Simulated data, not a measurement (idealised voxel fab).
The name of this process module is voxel self aligned vias.
Cross-sectional view cut (width: 210 nm; square cell size: 5 nm).
Cross-section spec: square-cell grid; bands listed top down; each band is one or more rows.
Read a band's entry like this: the first values are the height of its top and the height of its bottom in nm, and what follows is the sequence of materials from left to right, each with its width in nm. Note that "blank" is empty space, and that a single material marked "throughout" reaches across the band from edge to edge.
We count height from 0. Below that, the starting wafer is all one material. The lowest band never ends at the bottom but goes on down; see "0..down" for how that is written.
The two numbers in a width such as "30..40" mark its ends across the band: the first belongs to the top row of cells, the second to the bottom row, and from each row to the next the width moves by the same amount.
Reading "no alterations made" for a step: not a cell of the cross-section changed in it.
Any empty space of 8 cells or more lacking an open way to the top shows up in "Closed void register" as width x height at distance, distance from the left edge, in nm.
Anything after a step's settings on that line? It's the simulator's own note about the step.
You can add "overlay nm" to a step's line. For a step with a mask, it describes how far the mask lay to the right of its planned position, and a negative number describes a lay to the left.

The planned process steps are enumerated hereunder
step 1: op RECEIVE | material Si
step 2: op CONFORMAL_DEP | material SiO2 | thk nm 15
step 3: op CONFORMAL_DEP | material SiCN | thk nm 5
step 4: op DIRECTIONAL_DEP | material lowk | thk nm 25
step 5: op DIRECTIONAL_DEP | material aC | thk nm 15
step 6: op PATTERN | tone open | mask id LINES | material resist | width nm 20 | pitch nm 50 | thk nm 35 | overlay nm 0
step 7: op DIRECTIONAL_ETCH | etch materials aC | depth nm 15
step 8: op STRIP | etch materials resist
step 9: op DIRECTIONAL_ETCH | etch materials lowk | depth nm 25
step 10: op STRIP | etch materials aC
step 11: op CONFORMAL_DEP | material TiN | thk nm 5
step 12: op FILL_DEP | material W | thk nm 5
step 13: op CMP | height nm 45
step 14: op SELECTIVE_ETCH | etch materials W Ru TiN | depth nm 5
step 15: op FILL_DEP | material SiN | thk nm 10
step 16: op CMP | height nm 45
step 17: op DIRECTIONAL_DEP | material lowk | thk nm 20
step 18: op PATTERN | tone open | mask id VIAS | material resist | width nm 30 | thk nm 15 | overlay nm 0
step 19: op DIRECTIONAL_ETCH | etch materials lowk | depth nm 20
step 20: op DIRECTIONAL_ETCH | etch materials SiN | depth nm 5
step 21: op STRIP | etch materials resist
step 22: op CONFORMAL_DEP | material TiN | thk nm 5
step 23: op FILL_DEP | material Ru | thk nm 10
step 24: op CMP | height nm 65
step 25: op CONFORMAL_DEP | material SiCN | thk nm 5

Incoming wafer in cross-section (state: after step 1)
* 0..down: Si throughout
* Closed void register: none

Starting structure and process plan are as shown above, but one mistake was made in running the module; the wafer cross-section at the end of the module follows
* 70..65: SiCN throughout
* 65..45: lowk (65), TiN (5), Ru (20), TiN (5), lowk (115)
* 45..40: SiN (65), TiN (30), SiN (115)
* 40..35: lowk (70), SiN (20), lowk (30), SiN (20), lowk (70)
* 35..25: lowk (70), TiN (5), W (10), TiN (5), lowk (30), TiN (5), W (10), TiN (5), lowk (70)
* 25..20: lowk (70), TiN (20), lowk (30), TiN (20), lowk (70)
* 20..15: SiCN throughout
* 15..0: SiO2 throughout
* 0..down: Si throughout
* Closed void register: none
What was done differently from what was planned? for step 13, the planned setting was not used; the step was instead run as op CMP | height nm 40
